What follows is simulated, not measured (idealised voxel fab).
Process module name: voxel released beams
Shown is cross-section cut, with a width of 280 nm and square cells of size 5 nm.
Notation: cross-section as square-cell grid; stated in bands, top first, going down; one or more cell rows per band.
Band: top height; bottom height; in nm. Then, left to right: material with width in nm, for each material. "throughout": a single material spanning edge to edge. "empty": empty space.
Height datum 0, below which the as-received substrate wafer is one material. Lowest band open at the bottom, running downward: "z 0 and below".
Think of "30 to 40" as a width that walks from the first number to the second as you go down the band, top row to bottom row, taking equal-sized steps from row to row.
Where the words "no change occurred" appear for a step, the cross-section shows no cell changed by that step; every cell remained as before.
So "Sealed internal voids" is basically the list of trapped voids: any empty space of 8 cells or more that can't reach the top through an opening. They're written width x height at distance, the distance being from the left edge, and it's all nm.
On a step's line, text after the settings is the simulator commenting on that step.
Steps that use a mask can have "overlay nm" on their line. It says how far the mask sat to the right of where it was meant to be. Negative means to the left.

### This section lists the process steps that were planned
1 RECEIVE,material Si
2 CONFORMAL_DEP,material SiN,thk nm 5
3 DIRECTIONAL_DEP,material SiO2,thk nm 20
4 PATTERN,tone open,mask id ANCHOR,material resist,width nm 30,thk nm 15,overlay nm 0
5 DIRECTIONAL_ETCH,etch materials SiO2,depth nm 20
6 STRIP,etch materials resist
7 CONFORMAL_DEP,material TiN,thk nm 10
8 DIRECTIONAL_DEP,material aC,thk nm 10
9 PATTERN,tone cover,mask id BEAM,material resist,width nm 105,thk nm 30,overlay nm 0
10 DIRECTIONAL_ETCH,etch materials aC,depth nm 10
11 STRIP,etch materials resist
12 DIRECTIONAL_ETCH,etch materials TiN,depth nm 10
13 STRIP,etch materials aC
14 STRIP,etch materials SiO2

### Cross-section, incoming material, after step 1
	z 0 and below: Si throughout
	Sealed internal voids: none

### The first of two wafers, cross-sectioned at the end of the module, with the run proceeding as planned
	z 35 to 25: empty 85, then TiN 15, then empty 10, then TiN 80, then empty 90
	z 25 to 15: empty 90, then TiN 10, then empty 10, then TiN 10, then empty 160
	z 15 to 5: empty 90, then TiN 30, then empty 160
	z 5 to 0: SiN throughout
	z 0 and below: Si throughout
	Sealed internal voids: none

### Here is the second of the two wafers cut open at the end of the module - same start, same plan as the first one, but we made one mistake running it
	z 30 to 20: empty 85, then TiN 15, then empty 10, then TiN 80, then empty 90
	z 20 to 10: empty 90, then TiN 10, then empty 10, then TiN 10, then empty 160
	z 10 to 0: empty 90, then TiN 30, then empty 160
	z 0 and below: Si throughout
	Sealed internal voids: none
Diagnosis: with respect to the plan, step 2 was omitted and not executed
It is noted that, at the conclusion of processing, the second wafer exhibits a higher or lower cell count for certain materials relative to the first: -56 SiN
